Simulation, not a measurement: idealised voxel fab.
process module | voxel transistor to metal
cross-section cut | 185 nm wide | cells 5 nm
A cross-section is a grid of square cells, given in bands from the top down. A band is one or more rows of cells.
Each band's line starts with the height of the band's top and of its bottom, in nm. Then come its materials from left to right, each with its width in nm. One material with "throughout" fills the band from edge to edge. "air" is empty space.
Height 0 is the level under which the wafer as received is all one material. The lowest band goes on downwards, as in "0 down".
A width such as "30 to 40" changes by the same amount from each row of cells to the next, from the band's top row to its bottom row.
"no change" after a step means that no cell of the cross-section changed.
closed voids: empty space of 8 cells or more with no open way to the top, each as width x height at its distance from the left edge, in nm
after a step's settings: what the simulator itself notes on the step
overlay nm, on a step with a mask: how far to the right of its planned place the mask lay; to the left if negative
Each pair below shows a cross-section before one step and the cross-section after it, down to the lowest band that changed. The line under each pair gives the step between them, with its settings. The pairs can come from different runs of this module on the same starting wafer, so a pair continues from the pair above only where its "before" says so.
before
  40 to 25: air 75 | SiN 5 | SiCN 25 | SiN 5 | air 75
  25 to 5: air 75 | SiN 5 | polySi 25 | SiN 5 | air 75
  5 to 0: SiO2 40 | SiN 5 | air 30 | SiN 5 | polySi 25 | SiN 5 | air 30 | SiN 5 | SiO2 40
  0 to -5: SiO2 throughout
  -5 to -50: SiO2 45 | Si 95 | SiO2 45
  -50 down: Si throughout
  closed voids: none
after
  40 to 25: air 75 | SiN 5 | SiCN 25 | SiN 5 | air 75
  25 to 5: air 75 | SiN 5 | polySi 25 | SiN 5 | air 75
  5 to 0: air 40 | SiN 5 | air 30 | SiN 5 | polySi 25 | SiN 5 | air 30 | SiN 5 | air 40
  0 to -5: SiO2 45 | air 30 | SiO2 35 | air 30 | SiO2 45
  below -5: unchanged
  closed voids: none
the step between: op DIRECTIONAL_ETCH | etch materials SiO2 | depth nm 5
before: the cross-section after the pair above
after
  40 to 25: air 75 | SiN 5 | SiCN 25 | SiN 5 | air 75
  25 to 5: air 75 | SiN 5 | polySi 25 | SiN 5 | air 75
  5 to 0: air 40 | SiN 5 | air 30 | SiN 5 | polySi 25 | SiN 5 | air 30 | SiN 5 | air 40
  0 to -5: SiO2 45 | SiGe 30 | SiO2 35 | SiGe 30 | SiO2 45
  below -5: unchanged
  closed voids: none
the step between: op EPI | material SiGe | thk nm 5
before: the cross-section after the pair above
after
  50 to 40: SiO2 throughout
  40 to 25: SiO2 75 | SiN 5 | SiCN 25 | SiN 5 | SiO2 75
  25 to 5: SiO2 75 | SiN 5 | polySi 25 | SiN 5 | SiO2 75
  5 to 0: SiO2 40 | SiN 5 | SiO2 30 | SiN 5 | polySi 25 | SiN 5 | SiO2 30 | SiN 5 | SiO2 40
  below 0: unchanged
  closed voids: none
the step between: op FILL_DEP | material SiO2 | thk nm 10
before: the cross-section after the pair above
after
  25 to 5: SiO2 75 | SiN 5 | polySi 25 | SiN 5 | SiO2 75
  below 5: unchanged
  closed voids: none
the step between: op CMP | height nm 25
before: the cross-section after the pair above
after
  25 to 5: SiO2 75 | SiN 5 | air 25 | SiN 5 | SiO2 75
  5 to 0: SiO2 40 | SiN 5 | SiO2 30 | SiN 5 | air 25 | SiN 5 | SiO2 30 | SiN 5 | SiO2 40
  below 0: unchanged
  closed voids: none
the step between: op STRIP | etch materials polySi
before: the cross-section after the pair above
after
  25 to 20: air 75 | SiN 5 | air 25 | SiN 5 | air 75
  20 to 5: SiO2 75 | SiN 5 | air 25 | SiN 5 | SiO2 75
  5 to 0: SiO2 40 | SiN 5 | SiO2 30 | SiN 5 | air 25 | SiN 5 | SiO2 30 | SiN 5 | SiO2 40
  0 to -5: SiO2 45 | SiGe 30 | air 35 | SiGe 30 | SiO2 45
  below -5: unchanged
  closed voids: none
the step between: op SELECTIVE_ETCH | etch materials SiO2 | depth nm 5
before: the cross-section after the pair above
after
  30 to 25: air 70 | HfO2 15 | air 15 | HfO2 15 | air 70
  25 to 20: HfO2 75 | SiN 5 | HfO2 5 | air 15 | HfO2 5 | SiN 5 | HfO2 75
  20 to 5: SiO2 75 | SiN 5 | HfO2 5 | air 15 | HfO2 5 | SiN 5 | SiO2 75
  5 to 0: SiO2 40 | SiN 5 | SiO2 30 | SiN 5 | HfO2 5 | air 15 | HfO2 5 | SiN 5 | SiO2 30 | SiN 5 | SiO2 40
  0 to -5: SiO2 45 | SiGe 30 | HfO2 35 | SiGe 30 | SiO2 45
  below -5: unchanged
  closed voids: none
the step between: op CONFORMAL_DEP | material HfO2 | thk nm 5
before: the cross-section after the pair above
after
  35 to 30: air 65 | TiN 25 | air 5 | TiN 25 | air 65
  30 to 25: TiN 70 | HfO2 15 | TiN 5 | air 5 | TiN 5 | HfO2 15 | TiN 70
  25 to 20: HfO2 75 | SiN 5 | HfO2 5 | TiN 5 | air 5 | TiN 5 | HfO2 5 | SiN 5 | HfO2 75
  20 to 5: SiO2 75 | SiN 5 | HfO2 5 | TiN 5 | air 5 | TiN 5 | HfO2 5 | SiN 5 | SiO2 75
  5 to 0: SiO2 40 | SiN 5 | SiO2 30 | SiN 5 | HfO2 5 | TiN 15 | HfO2 5 | SiN 5 | SiO2 30 | SiN 5 | SiO2 40
  below 0: unchanged
  closed voids: none
the step between: op CONFORMAL_DEP | material TiN | thk nm 5
before: the cross-section after the pair above
after
  45 to 35: W throughout
  35 to 30: W 65 | TiN 25 | W 5 | TiN 25 | W 65
  30 to 25: TiN 70 | HfO2 15 | TiN 5 | W 5 | TiN 5 | HfO2 15 | TiN 70
  25 to 20: HfO2 75 | SiN 5 | HfO2 5 | TiN 5 | W 5 | TiN 5 | HfO2 5 | SiN 5 | HfO2 75
  20 to 5: SiO2 75 | SiN 5 | HfO2 5 | TiN 5 | W 5 | TiN 5 | HfO2 5 | SiN 5 | SiO2 75
  below 5: unchanged
  closed voids: none
the step between: op FILL_DEP | material W | thk nm 10
before: the cross-section after the pair above
after
  20 to 5: SiO2 75 | SiN 5 | HfO2 5 | TiN 5 | W 5 | TiN 5 | HfO2 5 | SiN 5 | SiO2 75
  below 5: unchanged
  closed voids: none
the step between: op CMP | height nm 20
before: the cross-section after the pair above
after
  35 to 20: SiO2 throughout
  below 20: unchanged
  closed voids: none
the step between: op DIRECTIONAL_DEP | material SiO2 | thk nm 15
before: the cross-section after the pair above
after
  35 to 20: SiO2 50 | air 15 | SiO2 55 | air 15 | SiO2 50
  20 to 5: SiO2 50 | air 15 | SiO2 10 | SiN 5 | HfO2 5 | TiN 5 | W 5 | TiN 5 | HfO2 5 | SiN 5 | SiO2 10 | air 15 | SiO2 50
  5 to 0: SiO2 40 | SiN 5 | SiO2 5 | air 15 | SiO2 10 | SiN 5 | HfO2 5 | TiN 15 | HfO2 5 | SiN 5 | SiO2 10 | air 15 | SiO2 5 | SiN 5 | SiO2 40
  below 0: unchanged
  closed voids: none
the step between: op MASKED_ETCH | tone open | mask id CONTACT | width nm 15 | pitch nm 70 | etch materials SiO2 | depth nm 35 | overlay nm 0
before: the cross-section after the pair above
after
  40 to 35: TiN 55 | air 5 | TiN 65 | air 5 | TiN 55
  35 to 20: SiO2 50 | TiN 5 | air 5 | TiN 5 | SiO2 55 | TiN 5 | air 5 | TiN 5 | SiO2 50
  20 to 5: SiO2 50 | TiN 5 | air 5 | TiN 5 | SiO2 10 | SiN 5 | HfO2 5 | TiN 5 | W 5 | TiN 5 | HfO2 5 | SiN 5 | SiO2 10 | TiN 5 | air 5 | TiN 5 | SiO2 50
  5 to 0: SiO2 40 | SiN 5 | SiO2 5 | TiN 15 | SiO2 10 | SiN 5 | HfO2 5 | TiN 15 | HfO2 5 | SiN 5 | SiO2 10 | TiN 15 | SiO2 5 | SiN 5 | SiO2 40
  below 0: unchanged
  closed voids: none
the step between: op CONFORMAL_DEP | material TiN | thk nm 5
before: the cross-section after the pair above
after
  45 to 40: Ru throughout
  40 to 35: TiN 55 | Ru 5 | TiN 65 | Ru 5 | TiN 55
  35 to 20: SiO2 50 | TiN 5 | Ru 5 | TiN 5 | SiO2 55 | TiN 5 | Ru 5 | TiN 5 | SiO2 50
  20 to 5: SiO2 50 | TiN 5 | Ru 5 | TiN 5 | SiO2 10 | SiN 5 | HfO2 5 | TiN 5 | W 5 | TiN 5 | HfO2 5 | SiN 5 | SiO2 10 | TiN 5 | Ru 5 | TiN 5 | SiO2 50
  below 5: unchanged
  closed voids: none
the step between: op FILL_DEP | material Ru | thk nm 5
before: the cross-section after the pair above
after
  35 to 20: SiO2 50 | TiN 5 | Ru 5 | TiN 5 | SiO2 55 | TiN 5 | Ru 5 | TiN 5 | SiO2 50
  below 20: unchanged
  closed voids: none
the step between: op CMP | height nm 35
before: the cross-section after the pair above
after
  40 to 35: TiN throughout
  below 35: unchanged
  closed voids: none
the step between: op DIRECTIONAL_DEP | material TiN | thk nm 5
before: the cross-section after the pair above
after
  55 to 40: Ru throughout
  below 40: unchanged
  closed voids: none
the step between: op DIRECTIONAL_DEP | material Ru | thk nm 15
before: the cross-section after the pair above
after
  55 to 40: air 50 | Ru 15 | air 55 | Ru 15 | air 50
  below 40: unchanged
  closed voids: none
the step between: op MASKED_ETCH | tone cover | mask id METAL_1 | width nm 15 | pitch nm 70 | etch materials Ru | depth nm 15 | overlay nm 0
before: the cross-section after the pair above
after
  55 to 40: air 50 | Ru 15 | air 55 | Ru 15 | air 50
  40 to 35: air 50 | TiN 15 | air 55 | TiN 15 | air 50
  below 35: unchanged
  closed voids: none
the step between: op MASKED_ETCH | tone cover | mask id METAL_1 | width nm 15 | pitch nm 70 | etch materials TiN | depth nm 5 | overlay nm 0
before: the cross-section after the pair above
after
  60 to 55: air 45 | SiCN 25 | air 45 | SiCN 25 | air 45
  55 to 40: air 45 | SiCN 5 | Ru 15 | SiCN 5 | air 45 | SiCN 5 | Ru 15 | SiCN 5 | air 45
  40 to 35: SiCN 50 | TiN 15 | SiCN 55 | TiN 15 | SiCN 50
  below 35: unchanged
  closed voids: none
the step between: op CONFORMAL_DEP | material SiCN | thk nm 5
before: the cross-section after the pair above
after
  65 to 60: lowk throughout
  60 to 55: lowk 45 | SiCN 25 | lowk 45 | SiCN 25 | lowk 45
  55 to 40: lowk 45 | SiCN 5 | Ru 15 | SiCN 5 | lowk 45 | SiCN 5 | Ru 15 | SiCN 5 | lowk 45
  below 40: unchanged
  closed voids: none
the step between: op FILL_DEP | material lowk | thk nm 5
before: the cross-section after the pair above
after
  55 to 40: lowk 45 | SiCN 5 | Ru 15 | SiCN 5 | lowk 45 | SiCN 5 | Ru 15 | SiCN 5 | lowk 45
  below 40: unchanged
  closed voids: none
the step between: op CMP | height nm 55
before: the cross-section after the pair above
after
  60 to 55: SiCN throughout
  below 55: unchanged
  closed voids: none
the step between: op CONFORMAL_DEP | material SiCN | thk nm 5
before: the cross-section after the pair above
after
  85 to 60: lowk throughout
  below 60: unchanged
  closed voids: none
the step between: op DIRECTIONAL_DEP | material lowk | thk nm 25
before: the cross-section after the pair above
after
  95 to 85: aC throughout
  below 85: unchanged
  closed voids: none
the step between: op DIRECTIONAL_DEP | material aC | thk nm 10
before: the cross-section after the pair above
after
  125 to 95: resist 50 | air 15 | resist 55 | air 15 | resist 50
  below 95: unchanged
  closed voids: none
the step between: op PATTERN | tone open | mask id METAL_2 | material resist | width nm 15 | pitch nm 70 | thk nm 30 | overlay nm 0
before: the cross-section after the pair above
after
  115 to 95: resist 50 | air 15 | resist 55 | air 15 | resist 50
  95 to 85: aC 50 | air 15 | aC 55 | air 15 | aC 50
  below 85: unchanged
  closed voids: none
the step between: op DIRECTIONAL_ETCH | etch materials aC | depth nm 10
before: the cross-section after the pair above
after
  95 to 85: aC 50 | air 15 | aC 55 | air 15 | aC 50
  below 85: unchanged
  closed voids: none
the step between: op STRIP | etch materials resist
before: the cross-section after the pair above
after
  95 to 85: aC 50 | air 15 | aC 55 | air 15 | aC 50
  85 to 70: lowk 50 | air 15 | lowk 55 | air 15 | lowk 50
  below 70: unchanged
  closed voids: none
the step between: op DIRECTIONAL_ETCH | etch materials lowk | depth nm 15
before: the cross-section after the pair above
after
  85 to 70: lowk 50 | air 15 | lowk 55 | air 15 | lowk 50
  below 70: unchanged
  closed voids: none
the step between: op STRIP | etch materials aC
before: the cross-section after the pair above
after
  85 to 60: lowk 50 | air 15 | lowk 55 | air 15 | lowk 50
  below 60: unchanged
  closed voids: none
the step between: op MASKED_ETCH | tone open | mask id METAL_2_HOLES | width nm 15 | pitch nm 70 | etch materials lowk | depth nm 10 | overlay nm 0
before: the cross-section after the pair above
after
  85 to 60: lowk 50 | air 15 | lowk 55 | air 15 | lowk 50
  60 to 55: SiCN 50 | air 15 | SiCN 55 | air 15 | SiCN 50
  below 55: unchanged
  closed voids: none
the step between: op MASKED_ETCH | tone open | mask id METAL_2_HOLES | width nm 15 | pitch nm 70 | etch materials SiCN | depth nm 5 | overlay nm 0
before: the cross-section after the pair above
after
  90 to 85: TiN 55 | air 5 | TiN 65 | air 5 | TiN 55
  85 to 60: lowk 50 | TiN 5 | air 5 | TiN 5 | lowk 55 | TiN 5 | air 5 | TiN 5 | lowk 50
  60 to 55: SiCN 50 | TiN 15 | SiCN 55 | TiN 15 | SiCN 50
  below 55: unchanged
  closed voids: none
the step between: op CONFORMAL_DEP | material TiN | thk nm 5
before: the cross-section after the pair above
after
  95 to 90: Cu throughout
  90 to 85: TiN 55 | Cu 5 | TiN 65 | Cu 5 | TiN 55
  85 to 60: lowk 50 | TiN 5 | Cu 5 | TiN 5 | lowk 55 | TiN 5 | Cu 5 | TiN 5 | lowk 50
  below 60: unchanged
  closed voids: none
the step between: op FILL_DEP | material Cu | thk nm 5
before: the cross-section after the pair above
after
  85 to 60: lowk 50 | TiN 5 | Cu 5 | TiN 5 | lowk 55 | TiN 5 | Cu 5 | TiN 5 | lowk 50
  below 60: unchanged
  closed voids: none
the step between: op CMP | height nm 85
before: the cross-section after the pair above
after
  90 to 85: SiCN throughout
  below 85: unchanged
  closed voids: none
the step between: op CONFORMAL_DEP | material SiCN | thk nm 5
before
  35 to 20: SiO2 50 | TiN 5 | Ru 5 | TiN 5 | SiO2 55 | TiN 5 | Ru 5 | TiN 5 | SiO2 50
  20 to 5: SiO2 50 | TiN 5 | Ru 5 | TiN 5 | SiO2 10 | SiN 5 | HfO2 5 | TiN 5 | W 5 | TiN 5 | HfO2 5 | SiN 5 | SiO2 10 | TiN 5 | Ru 5 | TiN 5 | SiO2 50
  5 to 0: SiO2 40 | SiN 5 | SiO2 5 | TiN 15 | SiO2 10 | SiN 5 | HfO2 5 | TiN 15 | HfO2 5 | SiN 5 | SiO2 10 | TiN 15 | SiO2 5 | SiN 5 | SiO2 40
  0 to -5: SiO2 45 | SiGe 30 | HfO2 35 | SiGe 30 | SiO2 45
  -5 to -25: SiO2 45 | Si 95 | SiO2 45
  -25 down: Si throughout
  closed voids: none
after
  50 to 35: Ru throughout
  below 35: unchanged
  closed voids: none
the step between: op DIRECTIONAL_DEP | material Ru | thk nm 15
before: the cross-section after the pair above
after
  55 to 50: TiN throughout
  below 50: unchanged
  closed voids: none
the step between: op DIRECTIONAL_DEP | material TiN | thk nm 5
before: the cross-section after the pair above
after
  55 to 50: air 50 | TiN 15 | air 55 | TiN 15 | air 50
  below 50: unchanged
  closed voids: none
the step between: op MASKED_ETCH | tone cover | mask id METAL_1 | width nm 15 | pitch nm 70 | etch materials TiN | depth nm 5 | overlay nm 0
before: the cross-section after the pair above
after
  60 to 55: air 45 | SiCN 25 | air 45 | SiCN 25 | air 45
  55 to 50: SiCN 50 | TiN 15 | SiCN 55 | TiN 15 | SiCN 50
  below 50: unchanged
  closed voids: none
the step between: op CONFORMAL_DEP | material SiCN | thk nm 5
before: the cross-section after the pair above
after
  65 to 60: lowk throughout
  60 to 55: lowk 45 | SiCN 25 | lowk 45 | SiCN 25 | lowk 45
  below 55: unchanged
  closed voids: none
the step between: op FILL_DEP | material lowk | thk nm 5
before: the cross-section after the pair above
after
  55 to 50: SiCN 50 | TiN 15 | SiCN 55 | TiN 15 | SiCN 50
  below 50: unchanged
  closed voids: none
the step between: op CMP | height nm 55
before: the cross-section after the pair above
after
  60 to 55: SiCN throughout
  below 55: unchanged
  closed voids: none
the step between: op CONFORMAL_DEP | material SiCN | thk nm 5
before: the cross-section after the pair above
after
  85 to 60: lowk throughout
  below 60: unchanged
  closed voids: none
the step between: op DIRECTIONAL_DEP | material lowk | thk nm 25
before: the cross-section after the pair above
after
  95 to 85: aC throughout
  below 85: unchanged
  closed voids: none
the step between: op DIRECTIONAL_DEP | material aC | thk nm 10
before: the cross-section after the pair above
after
  125 to 95: resist 50 | air 15 | resist 55 | air 15 | resist 50
  below 95: unchanged
  closed voids: none
the step between: op PATTERN | tone open | mask id METAL_2 | material resist | width nm 15 | pitch nm 70 | thk nm 30 | overlay nm 0
before: the cross-section after the pair above
after
  115 to 95: resist 50 | air 15 | resist 55 | air 15 | resist 50
  95 to 85: aC 50 | air 15 | aC 55 | air 15 | aC 50
  below 85: unchanged
  closed voids: none
the step between: op DIRECTIONAL_ETCH | etch materials aC | depth nm 10
before: the cross-section after the pair above
after
  95 to 85: aC 50 | air 15 | aC 55 | air 15 | aC 50
  below 85: unchanged
  closed voids: none
the step between: op STRIP | etch materials resist
before: the cross-section after the pair above
after
  95 to 85: aC 50 | air 15 | aC 55 | air 15 | aC 50
  85 to 70: lowk 50 | air 15 | lowk 55 | air 15 | lowk 50
  below 70: unchanged
  closed voids: none
the step between: op DIRECTIONAL_ETCH | etch materials lowk | depth nm 15
before: the cross-section after the pair above
after
  85 to 70: lowk 50 | air 15 | lowk 55 | air 15 | lowk 50
  below 70: unchanged
  closed voids: none
the step between: op STRIP | etch materials aC
before: the cross-section after the pair above
after
  85 to 60: lowk 50 | air 15 | lowk 55 | air 15 | lowk 50
  below 60: unchanged
  closed voids: none
the step between: op MASKED_ETCH | tone open | mask id METAL_2_HOLES | width nm 15 | pitch nm 70 | etch materials lowk | depth nm 10 | overlay nm 0
before: the cross-section after the pair above
after
  85 to 60: lowk 50 | air 15 | lowk 55 | air 15 | lowk 50
  60 to 55: SiCN 50 | air 15 | SiCN 55 | air 15 | SiCN 50
  below 55: unchanged
  closed voids: none
the step between: op MASKED_ETCH | tone open | mask id METAL_2_HOLES | width nm 15 | pitch nm 70 | etch materials SiCN | depth nm 5 | overlay nm 0
before: the cross-section after the pair above
after
  90 to 85: TiN 55 | air 5 | TiN 65 | air 5 | TiN 55
  85 to 60: lowk 50 | TiN 5 | air 5 | TiN 5 | lowk 55 | TiN 5 | air 5 | TiN 5 | lowk 50
  60 to 50: SiCN 50 | TiN 15 | SiCN 55 | TiN 15 | SiCN 50
  below 50: unchanged
  closed voids: none
the step between: op CONFORMAL_DEP | material TiN | thk nm 5
before: the cross-section after the pair above
after
  95 to 90: Cu throughout
  90 to 85: TiN 55 | Cu 5 | TiN 65 | Cu 5 | TiN 55
  85 to 60: lowk 50 | TiN 5 | Cu 5 | TiN 5 | lowk 55 | TiN 5 | Cu 5 | TiN 5 | lowk 50
  below 60: unchanged
  closed voids: none
the step between: op FILL_DEP | material Cu | thk nm 5
before: the cross-section after the pair above
after
  85 to 60: lowk 50 | TiN 5 | Cu 5 | TiN 5 | lowk 55 | TiN 5 | Cu 5 | TiN 5 | lowk 50
  below 60: unchanged
  closed voids: none
the step between: op CMP | height nm 85
before: the cross-section after the pair above
after
  90 to 85: SiCN throughout
  below 85: unchanged
  closed voids: none
the step between: op CONFORMAL_DEP | material SiCN | thk nm 5
before
  25 to 15: air 45 | aC 95 | air 45
  15 to 5: air 45 | SiN 95 | air 45
  5 to 0: air 45 | SiO2 95 | air 45
  0 down: Si throughout
  closed voids: none
after
  25 to 15: air 45 | aC 95 | air 45
  15 to 5: air 45 | SiN 95 | air 45
  5 to 0: air 45 | SiO2 95 | air 45
  0 to -30: air 45 | Si 95 | air 45
  below -30: unchanged
  closed voids: none
the step between: op DIRECTIONAL_ETCH | etch materials Si | depth nm 30
before: the cross-section after the pair above
after
  15 to 5: air 45 | SiN 95 | air 45
  below 5: unchanged
  closed voids: none
the step between: op STRIP | etch materials aC
before: the cross-section after the pair above
after
  30 to 15: SiO2 throughout
  15 to 5: SiO2 45 | SiN 95 | SiO2 45
  5 to 0: SiO2 throughout
  0 to -30: SiO2 45 | Si 95 | SiO2 45
  below -30: unchanged
  closed voids: none
the step between: op FILL_DEP | material SiO2 | thk nm 15
before: the cross-section after the pair above
after
  15 to 5: SiO2 45 | SiN 95 | SiO2 45
  below 5: unchanged
  closed voids: none
the step between: op CMP | height nm 15
before: the cross-section after the pair above
after
  15 to 10: air 45 | SiN 95 | air 45
  below 10: unchanged
  closed voids: none
the step between: op SELECTIVE_ETCH | etch materials SiO2 | depth nm 5
before: the cross-section after the pair above
after
  10 to 5: SiO2 45 | air 95 | SiO2 45
  below 5: unchanged
  closed voids: none
the step between: op STRIP | etch materials SiN
before: the cross-section after the pair above
after
  5 to 0: SiO2 40 | air 105 | SiO2 40
  below 0: unchanged
  closed voids: none
the step between: op SELECTIVE_ETCH | etch materials SiO2 | depth nm 5
before: the cross-section after the pair above
after
  5 to 0: SiO2 40 | air 105 | SiO2 40
  0 to -5: SiO2 throughout
  below -5: unchanged
  closed voids: none
the step between: op OXIDIZE | depth nm 5
before: the cross-section after the pair above
after
  30 to 25: polySi 40 | air 105 | polySi 40
  25 to 5: polySi throughout
  5 to 0: SiO2 40 | polySi 105 | SiO2 40
  below 0: unchanged
  closed voids: none
the step between: op DIRECTIONAL_DEP | material polySi | thk nm 25
before: the cross-section after the pair above
after
  45 to 40: SiCN 40 | air 105 | SiCN 40
  40 to 30: SiCN throughout
  30 to 25: polySi 40 | SiCN 105 | polySi 40
  below 25: unchanged
  closed voids: none
the step between: op DIRECTIONAL_DEP | material SiCN | thk nm 15
before: the cross-section after the pair above
after
  40 to 30: air 80 | SiCN 25 | air 80
  30 to 25: polySi 40 | air 40 | SiCN 25 | air 40 | polySi 40
  below 25: unchanged
  closed voids: none
the step between: op MASKED_ETCH | tone cover | mask id GATE | width nm 25 | etch materials SiCN | depth nm 25 | overlay nm 0
before: the cross-section after the pair above
after
  40 to 25: air 80 | SiCN 25 | air 80
  25 to 5: air 80 | polySi 25 | air 80
  5 to 0: SiO2 40 | air 40 | polySi 25 | air 40 | SiO2 40
  below 0: unchanged
  closed voids: none
the step between: op MASKED_ETCH | tone cover | mask id GATE | width nm 25 | etch materials polySi | depth nm 35 | overlay nm 0
before: the cross-section after the pair above
after
  45 to 40: air 75 | SiN 35 | air 75
  40 to 25: air 75 | SiN 5 | SiCN 25 | SiN 5 | air 75
  25 to 10: air 75 | SiN 5 | polySi 25 | SiN 5 | air 75
  10 to 5: SiN 45 | air 30 | SiN 5 | polySi 25 | SiN 5 | air 30 | SiN 45
  5 to 0: SiO2 40 | SiN 40 | polySi 25 | SiN 40 | SiO2 40
  below 0: unchanged
  closed voids: none
the step between: op CONFORMAL_DEP | material SiN | thk nm 5
before: the cross-section after the pair above
after
  40 to 25: air 75 | SiN 5 | SiCN 25 | SiN 5 | air 75
  25 to 5: air 75 | SiN 5 | polySi 25 | SiN 5 | air 75
  5 to 0: SiO2 40 | SiN 5 | air 30 | SiN 5 | polySi 25 | SiN 5 | air 30 | SiN 5 | SiO2 40
  below 0: unchanged
  closed voids: none
the step between: op DIRECTIONAL_ETCH | etch materials SiN | depth nm 5
before: the cross-section after the pair above
after
  40 to 25: air 75 | SiN 5 | SiCN 25 | SiN 5 | air 75
  25 to 5: air 75 | SiN 5 | polySi 25 | SiN 5 | air 75
  5 to 0: air 40 | SiN 5 | air 30 | SiN 5 | polySi 25 | SiN 5 | air 30 | SiN 5 | air 40
  0 to -5: SiO2 45 | air 30 | SiO2 35 | air 30 | SiO2 45
  below -5: unchanged
  closed voids: none
the step between: op DIRECTIONAL_ETCH | etch materials SiO2 | depth nm 5
before: the cross-section after the pair above
after
  40 to 25: air 75 | SiN 5 | SiCN 25 | SiN 5 | air 75
  25 to 5: air 75 | SiN 5 | polySi 25 | SiN 5 | air 75
  5 to 0: air 40 | SiN 5 | air 30 | SiN 5 | polySi 25 | SiN 5 | air 30 | SiN 5 | air 40
  0 to -5: SiO2 45 | SiGe 30 | SiO2 35 | SiGe 30 | SiO2 45
  below -5: unchanged
  closed voids: none
the step between: op EPI | material SiGe | thk nm 5
before: the cross-section after the pair above
after
  50 to 40: SiO2 throughout
  40 to 25: SiO2 75 | SiN 5 | SiCN 25 | SiN 5 | SiO2 75
  25 to 5: SiO2 75 | SiN 5 | polySi 25 | SiN 5 | SiO2 75
  5 to 0: SiO2 40 | SiN 5 | SiO2 30 | SiN 5 | polySi 25 | SiN 5 | SiO2 30 | SiN 5 | SiO2 40
  below 0: unchanged
  closed voids: none
the step between: op FILL_DEP | material SiO2 | thk nm 10
before: the cross-section after the pair above
after
  25 to 5: SiO2 75 | SiN 5 | polySi 25 | SiN 5 | SiO2 75
  below 5: unchanged
  closed voids: none
the step between: op CMP | height nm 25
before: the cross-section after the pair above
after
  25 to 5: SiO2 75 | SiN 5 | air 25 | SiN 5 | SiO2 75
  5 to 0: SiO2 40 | SiN 5 | SiO2 30 | SiN 5 | air 25 | SiN 5 | SiO2 30 | SiN 5 | SiO2 40
  below 0: unchanged
  closed voids: none
the step between: op STRIP | etch materials polySi
before: the cross-section after the pair above
after
  25 to 20: air 75 | SiN 5 | air 25 | SiN 5 | air 75
  20 to 5: SiO2 75 | SiN 5 | air 25 | SiN 5 | SiO2 75
  5 to 0: SiO2 40 | SiN 5 | SiO2 30 | SiN 5 | air 25 | SiN 5 | SiO2 30 | SiN 5 | SiO2 40
  0 to -5: SiO2 45 | SiGe 30 | air 35 | SiGe 30 | SiO2 45
  below -5: unchanged
  closed voids: none
the step between: op SELECTIVE_ETCH | etch materials SiO2 | depth nm 5
before: the cross-section after the pair above
after
  30 to 25: air 70 | HfO2 15 | air 15 | HfO2 15 | air 70
  25 to 20: HfO2 75 | SiN 5 | HfO2 5 | air 15 | HfO2 5 | SiN 5 | HfO2 75
  20 to 5: SiO2 75 | SiN 5 | HfO2 5 | air 15 | HfO2 5 | SiN 5 | SiO2 75
  5 to 0: SiO2 40 | SiN 5 | SiO2 30 | SiN 5 | HfO2 5 | air 15 | HfO2 5 | SiN 5 | SiO2 30 | SiN 5 | SiO2 40
  0 to -5: SiO2 45 | SiGe 30 | HfO2 35 | SiGe 30 | SiO2 45
  below -5: unchanged
  closed voids: none
the step between: op CONFORMAL_DEP | material HfO2 | thk nm 5
before: the cross-section after the pair above
after
  35 to 30: air 65 | TiN 25 | air 5 | TiN 25 | air 65
  30 to 25: TiN 70 | HfO2 15 | TiN 5 | air 5 | TiN 5 | HfO2 15 | TiN 70
  25 to 20: HfO2 75 | SiN 5 | HfO2 5 | TiN 5 | air 5 | TiN 5 | HfO2 5 | SiN 5 | HfO2 75
  20 to 5: SiO2 75 | SiN 5 | HfO2 5 | TiN 5 | air 5 | TiN 5 | HfO2 5 | SiN 5 | SiO2 75
  5 to 0: SiO2 40 | SiN 5 | SiO2 30 | SiN 5 | HfO2 5 | TiN 15 | HfO2 5 | SiN 5 | SiO2 30 | SiN 5 | SiO2 40
  below 0: unchanged
  closed voids: none
the step between: op CONFORMAL_DEP | material TiN | thk nm 5
before: the cross-section after the pair above
after
  45 to 35: W throughout
  35 to 30: W 65 | TiN 25 | W 5 | TiN 25 | W 65
  30 to 25: TiN 70 | HfO2 15 | TiN 5 | W 5 | TiN 5 | HfO2 15 | TiN 70
  25 to 20: HfO2 75 | SiN 5 | HfO2 5 | TiN 5 | W 5 | TiN 5 | HfO2 5 | SiN 5 | HfO2 75
  20 to 5: SiO2 75 | SiN 5 | HfO2 5 | TiN 5 | W 5 | TiN 5 | HfO2 5 | SiN 5 | SiO2 75
  below 5: unchanged
  closed voids: none
the step between: op FILL_DEP | material W | thk nm 10
before: the cross-section after the pair above
after
  20 to 5: SiO2 75 | SiN 5 | HfO2 5 | TiN 5 | W 5 | TiN 5 | HfO2 5 | SiN 5 | SiO2 75
  below 5: unchanged
  closed voids: none
the step between: op CMP | height nm 20
before: the cross-section after the pair above
after
  35 to 20: SiO2 throughout
  below 20: unchanged
  closed voids: none
the step between: op DIRECTIONAL_DEP | material SiO2 | thk nm 15
before: the cross-section after the pair above
after
  35 to 20: SiO2 50 | air 15 | SiO2 55 | air 15 | SiO2 50
  20 to 5: SiO2 50 | air 15 | SiO2 10 | SiN 5 | HfO2 5 | TiN 5 | W 5 | TiN 5 | HfO2 5 | SiN 5 | SiO2 10 | air 15 | SiO2 50
  5 to 0: SiO2 40 | SiN 5 | SiO2 5 | air 15 | SiO2 10 | SiN 5 | HfO2 5 | TiN 15 | HfO2 5 | SiN 5 | SiO2 10 | air 15 | SiO2 5 | SiN 5 | SiO2 40
  below 0: unchanged
  closed voids: none
the step between: op MASKED_ETCH | tone open | mask id CONTACT | width nm 15 | pitch nm 70 | etch materials SiO2 | depth nm 35 | overlay nm 0
before: the cross-section after the pair above
after
  40 to 35: TiN 55 | air 5 | TiN 65 | air 5 | TiN 55
  35 to 20: SiO2 50 | TiN 5 | air 5 | TiN 5 | SiO2 55 | TiN 5 | air 5 | TiN 5 | SiO2 50
  20 to 5: SiO2 50 | TiN 5 | air 5 | TiN 5 | SiO2 10 | SiN 5 | HfO2 5 | TiN 5 | W 5 | TiN 5 | HfO2 5 | SiN 5 | SiO2 10 | TiN 5 | air 5 | TiN 5 | SiO2 50
  5 to 0: SiO2 40 | SiN 5 | SiO2 5 | TiN 15 | SiO2 10 | SiN 5 | HfO2 5 | TiN 15 | HfO2 5 | SiN 5 | SiO2 10 | TiN 15 | SiO2 5 | SiN 5 | SiO2 40
  below 0: unchanged
  closed voids: none
the step between: op CONFORMAL_DEP | material TiN | thk nm 5
before: the cross-section after the pair above
after
  45 to 40: Ru throughout
  40 to 35: TiN 55 | Ru 5 | TiN 65 | Ru 5 | TiN 55
  35 to 20: SiO2 50 | TiN 5 | Ru 5 | TiN 5 | SiO2 55 | TiN 5 | Ru 5 | TiN 5 | SiO2 50
  20 to 5: SiO2 50 | TiN 5 | Ru 5 | TiN 5 | SiO2 10 | SiN 5 | HfO2 5 | TiN 5 | W 5 | TiN 5 | HfO2 5 | SiN 5 | SiO2 10 | TiN 5 | Ru 5 | TiN 5 | SiO2 50
  below 5: unchanged
  closed voids: none
the step between: op FILL_DEP | material Ru | thk nm 5
